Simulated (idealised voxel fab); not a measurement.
process module | voxel ribs on slabs
Cross-section cut spans 240 nm and uses square cells 5 nm in size.
In what follows, cross-sections appear as grids of square cells, described through bands that run from the top down, where every band is one or more rows of cells.
Band entry format. Leading values: height of top, height of bottom, nm. Remainder: materials in left-to-right order, each with its width in nm. Special words: "throughout" on a single material, which then fills the band edge to edge; "blank", empty space.
Height is counted from the level 0, under which the received wafer is composed throughout of one material. The lowest of the bands is not closed at the bottom but continues downward, in the notation "0 and below".
Width spec "30..40" -> top row of cells at first value, bottom row at second value, equal per-row change in between.
"nothing got changed" means the step left every cell of the cross-section as it was.
Basically, "Closed void roster" tells you about the enclosed voids: empty spaces with no open way to the top, 8 cells or bigger, each written width x height at distance, where distance is from the left edge, all in nm.
Whatever follows a step's settings on its line is a remark the simulator itself makes about that step.
overlay nm: for a step with a mask, the amount by which the mask lay right of where it was planned; a negative amount means left of it.
-- Intended process steps
1. op RECEIVE | material Si
2. op DIRECTIONAL_DEP | material SiO2 | thk nm 20
3. op DIRECTIONAL_DEP | material SiN | thk nm 20
4. op DIRECTIONAL_DEP | material aC | thk nm 10
5. op PATTERN | tone cover | mask id RIB | material resist | width nm 30 | thk nm 30 | overlay nm 0
6. op DIRECTIONAL_ETCH | etch materials aC | depth nm 10
7. op STRIP | etch materials resist
8. op DIRECTIONAL_ETCH | etch materials SiN | depth nm 15
9. op STRIP | etch materials aC
10. op MASKED_ETCH | tone cover | mask id SLAB | width nm 60 | etch materials SiN | depth nm 5 | overlay nm 0
11. op FILL_DEP | material SiO2 | thk nm 15
12. op CMP | height nm 50
13. op DIRECTIONAL_DEP | material W | thk nm 5
14. op MASKED_ETCH | tone cover | mask id HEATER | width nm 40 | etch materials W | depth nm 5 | overlay nm 0
15. op CONFORMAL_DEP | material SiN | thk nm 10
-- Incoming wafer, cross-sectional view, post step 1
	0 and below  Si throughout
	Closed void roster: none
-- End-of-module XS, first of two wafers, run as planned
	65 down to 60  blank 90, then SiN 60, then blank 90
	60 down to 55  SiN throughout
	55 down to 50  SiN 100, then W 40, then SiN 100
	50 down to 40  SiO2 throughout
	40 down to 25  SiO2 105, then SiN 30, then SiO2 105
	25 down to 20  SiO2 90, then SiN 60, then SiO2 90
	20 down to 0  SiO2 throughout
	0 and below  Si throughout
	Closed void roster: none
-- Wafer two (of two), end-of-module cross-section: start = wafer one, plan = wafer one, one run mistake
	75 down to 70  blank 90, then SiN 60, then blank 90
	70 down to 65  SiN throughout
	65 down to 60  SiN 100, then W 40, then SiN 100
	60 down to 50  W throughout
	50 down to 40  SiO2 throughout
	40 down to 25  SiO2 105, then SiN 30, then SiO2 105
	25 down to 20  SiO2 90, then SiN 60, then SiO2 90
	20 down to 0  SiO2 throughout
	0 and below  Si throughout
	Closed void roster: none
Want to know what went wrong? step 13 changed vs plan, executed as op DIRECTIONAL_DEP | material W | thk nm 15
Final tally in cells, some materials are higher or lower on the second wafer than on the first: W: 96 more
